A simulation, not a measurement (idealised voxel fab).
A process module follows: voxel spacer lines.
The cross-section on display is named cut; it measures 280 nm wide, and its cells are 5 nm squares.
Cross-section, as written here: a square-cell grid given band by band from the top down, where a band holds one or more rows of cells.
In this notation a band is specified by the heights of its top and bottom, in that order and in nm, after which its materials appear from left to right, each paired with its width in nm. The word "everywhere" attached to a single material means that material fills the band from edge to edge; the word "air" stands for empty space.
The level at which height equals 0 is the one under which the wafer, as it arrives, is entirely one material. No lower edge exists for the bottom band, which continues downward and is notated as in "z 0 and below".
Per-row width for "30 to 40": begins at first number (top row of band), ends at second number (bottom row), increment between rows held constant.
"no modification" -> step changed no cross-section cell.
"Fully sealed cavities": empty spaces of 8 cells or more with no open way to the top, each given as width x height at distance, distance from the left edge, all in nm.
Where a step's line continues beyond its settings, the continuation is a remark by the simulator itself on that step.
For masked steps, "overlay nm" on the step line gives how far right of plan the mask actually lay; a minus sign means it lay to the left.
# Planned step list for the process
1) op RECEIVE | material Si
2) op CONFORMAL_DEP | material Al2O3 | thk nm 10
3) op DIRECTIONAL_DEP | material W | thk nm 10
4) op DIRECTIONAL_DEP | material polySi | thk nm 20
5) op PATTERN | tone cover | mask id MANDREL | material resist | width nm 15 | pitch nm 50 | thk nm 25 | overlay nm 0
6) op DIRECTIONAL_ETCH | etch materials polySi | depth nm 20
7) op STRIP | etch materials resist
8) op CONFORMAL_DEP | material SiO2 | thk nm 10
9) op DIRECTIONAL_ETCH | etch materials SiO2 | depth nm 10
10) op STRIP | etch materials polySi
11) op DIRECTIONAL_ETCH | etch materials W | depth nm 10
12) op STRIP | etch materials SiO2
13) op FILL_DEP | material lowk | thk nm 5
14) op CMP | height nm 20
Wafers differ in width nm at step 5; plan lists the first wafer's value; identical starting state.
# Cross-section of the first incoming wafer of several, state after step 1
* z 0 and below: Si everywhere
* Fully sealed cavities: none
# Wafer rows, end of module: cells per material gained (+) or lost (-) since receipt; closed voids last
width nm 15 | +112 Al2O3 | +16 W | +96 lowk | Fully sealed cavities: none
width nm 20 | +112 Al2O3 | +16 W | +96 lowk | Fully sealed cavities: none
width nm 25 | +112 Al2O3 | +16 W | +96 lowk | Fully sealed cavities: none
width nm 30 | +112 Al2O3 | +16 W | +96 lowk | Fully sealed cavities: none
